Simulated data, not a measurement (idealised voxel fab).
Presented below is a process module, voxel ribs on slabs.
Displayed cross-section: cut, width of 220 nm, square cells sized 5 nm.
Just so we're on the same page, the cross-sections are grids of square cells, and they're listed out in bands top to bottom, each band one or more rows deep.
Look at the band entry: it leads with the top's height and the bottom's height in nm. Then it lists the materials left to right, with a width in nm for each. The word "edge to edge" on a single material says that material fills the band edge to edge. The word "air" is empty space.
Beneath 0, the wafer as received is one material, and that level is where height counting begins. The lowest band goes on downward without a bottom; it is written like "0 nm and below".
You'd read "30..40" like this: the band's top row of cells is as wide as the first number, its bottom row is as wide as the second, and going down, every row changes width by the same amount as the row before did.
For the purposes of this document, the phrase "nothing changed" attached to a step denotes that no cell within the cross-section was modified by that step.
The label "Closed cavities" introduces a list of the empty spaces, 8 cells or larger, that have no open way up to the top; each entry in it reads width x height at distance, where the distance is taken from the left edge and all three are stated in nm.
after a step's settings: what the simulator itself notes on the step
A step line may carry the setting "overlay nm", which, for steps involving a mask, states the distance by which the mask lay to the right of its intended position; negative values denote displacement to the left.

So here's the lineup of process steps we planned:
1. RECEIVE [material Si]
2. DIRECTIONAL_DEP [material SiO2] [thk nm 20]
3. DIRECTIONAL_DEP [material SiN] [thk nm 25]
4. DIRECTIONAL_DEP [material aC] [thk nm 15]
5. PATTERN [tone cover] [mask id RIB] [material resist] [width nm 15] [thk nm 30] [overlay nm 0]
6. DIRECTIONAL_ETCH [etch materials aC] [depth nm 15]
7. STRIP [etch materials resist]
8. DIRECTIONAL_ETCH [etch materials SiN] [depth nm 20]
9. STRIP [etch materials aC]
10. DIRECTIONAL_DEP [material aC] [thk nm 10]
11. PATTERN [tone cover] [mask id SLAB] [material resist] [width nm 45] [thk nm 30] [overlay nm 0]
12. DIRECTIONAL_ETCH [etch materials aC] [depth nm 10]
13. STRIP [etch materials resist]
14. DIRECTIONAL_ETCH [etch materials SiN] [depth nm 5]
15. STRIP [etch materials aC]
16. FILL_DEP [material SiO2] [thk nm 25]
17. CMP [height nm 60]
18. DIRECTIONAL_DEP [material TiN] [thk nm 5]
19. MASKED_ETCH [tone cover] [mask id HEATER] [width nm 25] [etch materials TiN] [depth nm 5] [overlay nm 0]
20. CONFORMAL_DEP [material SiO2] [thk nm 10]
Every wafer here starts from the same state; it is the step 5 width nm that distinguishes them, and the value the plan gives belongs to the first wafer.

Cross-section of the first of several wafers on receipt, reflecting completion of step 1:
    0 nm and below  Si edge to edge
    Closed cavities: none

End-of-module cross-section, first of several wafers, after last step 20:
    75 nm to 70 nm  air 85 nm / SiO2 45 nm / air 90 nm
    70 nm to 65 nm  SiO2 edge to edge
    65 nm to 60 nm  SiO2 95 nm / TiN 25 nm / SiO2 100 nm
    60 nm to 45 nm  SiO2 edge to edge
    45 nm to 25 nm  SiO2 100 nm / SiN 15 nm / SiO2 105 nm
    25 nm to 20 nm  SiO2 85 nm / SiN 45 nm / SiO2 90 nm
    20 nm to 0 nm  SiO2 edge to edge
    0 nm and below  Si edge to edge
    Closed cavities: none

Of the several wafers, the last: cross-section at the end of the module:
    75 nm to 70 nm  air 85 nm / SiO2 45 nm / air 90 nm
    70 nm to 65 nm  SiO2 edge to edge
    65 nm to 60 nm  SiO2 95 nm / TiN 25 nm / SiO2 100 nm
    60 nm to 45 nm  SiO2 edge to edge
    45 nm to 25 nm  SiO2 95 nm / SiN 30 nm / SiO2 95 nm
    25 nm to 20 nm  SiO2 85 nm / SiN 45 nm / SiO2 90 nm
    20 nm to 0 nm  SiO2 edge to edge
    0 nm and below  Si edge to edge
    Closed cavities: none

Rows = wafers. At module end, each row lists per material the cells gained (+) or lost (-) since the wafer was received, then the closed voids:
width nm 15, +21 SiN, +599 SiO2, +5 TiN, Closed cavities: none
width nm 20, +25 SiN, +595 SiO2, +5 TiN, Closed cavities: none
width nm 25, +29 SiN, +591 SiO2, +5 TiN, Closed cavities: none
width nm 30, +33 SiN, +587 SiO2, +5 TiN, Closed cavities: none
